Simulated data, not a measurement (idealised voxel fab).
process module | voxel wiring stack
cross-section cut | 205 nm wide | cells 5 nm
A cross-section is a grid of square cells, given in bands from the top down. A band is one or more rows of cells.
Each band's line starts with the height of the band's top and of its bottom, in nm. Then come its materials from left to right, each with its width in nm. One material with "throughout" fills the band from edge to edge. "air" is empty space.
Height 0 is the level under which the wafer as received is all one material. The lowest band goes on downwards, as in "0 down".
A width such as "30 to 40" changes by the same amount from each row of cells to the next, from the band's top row to its bottom row.
"no change" after a step means that no cell of the cross-section changed.
closed voids: empty space of 8 cells or more with no open way to the top, each as width x height at its distance from the left edge, in nm
after a step's settings: what the simulator itself notes on the step
overlay nm, on a step with a mask: how far to the right of its planned place the mask lay; to the left if negative
plan
1 op RECEIVE | material Si
2 op CONFORMAL_DEP | material SiO2 | thk nm 10
3 op DIRECTIONAL_DEP | material TiN | thk nm 5
4 op DIRECTIONAL_DEP | material W | thk nm 20
5 op DIRECTIONAL_DEP | material aC | thk nm 15
6 op PATTERN | tone cover | mask id METAL_1 | material resist | width nm 30 | pitch nm 50 | thk nm 35 | overlay nm 0
7 op DIRECTIONAL_ETCH | etch materials aC | depth nm 15
8 op STRIP | etch materials resist
9 op DIRECTIONAL_ETCH | etch materials W | depth nm 20
10 op DIRECTIONAL_ETCH | etch materials TiN | depth nm 5
11 op STRIP | etch materials aC
12 op FILL_DEP | material lowk | thk nm 5
13 op CMP | height nm 35
14 op CONFORMAL_DEP | material SiCN | thk nm 5
15 op DIRECTIONAL_DEP | material lowk | thk nm 25
16 op MASKED_ETCH | tone open | mask id METAL_2_HOLES | width nm 15 | pitch nm 50 | etch materials lowk | depth nm 25 | overlay nm 0
17 op MASKED_ETCH | tone open | mask id METAL_2 | width nm 20 | pitch nm 50 | etch materials lowk | depth nm 15 | overlay nm 0
18 op MASKED_ETCH | tone open | mask id METAL_2 | width nm 30 | pitch nm 50 | etch materials SiCN | depth nm 5 | overlay nm 0
19 op CONFORMAL_DEP | material TiN | thk nm 5
20 op FILL_DEP | material Cu | thk nm 5
21 op CMP | height nm 65
22 op CONFORMAL_DEP | material SiN | thk nm 5
varied across the wafers: width nm of step 17. The plan shows the first wafer's value. All wafers start alike
first wafer as received, after step 1
  0 down: Si throughout
  closed voids: none
each wafer at the end: cells of each material gained (+) or lost (-) since it was received, then its closed voids
width nm 20 | +18 Cu | +35 SiCN | +41 SiN | +82 SiO2 | +42 TiN | +48 W | +308 lowk | closed voids: none
width nm 25 | +22 Cu | +35 SiCN | +41 SiN | +82 SiO2 | +44 TiN | +48 W | +302 lowk | closed voids: none
width nm 30 | +22 Cu | +35 SiCN | +41 SiN | +82 SiO2 | +44 TiN | +48 W | +302 lowk | closed voids: none
width nm 35 | +26 Cu | +35 SiCN | +41 SiN | +82 SiO2 | +46 TiN | +48 W | +296 lowk | closed voids: none
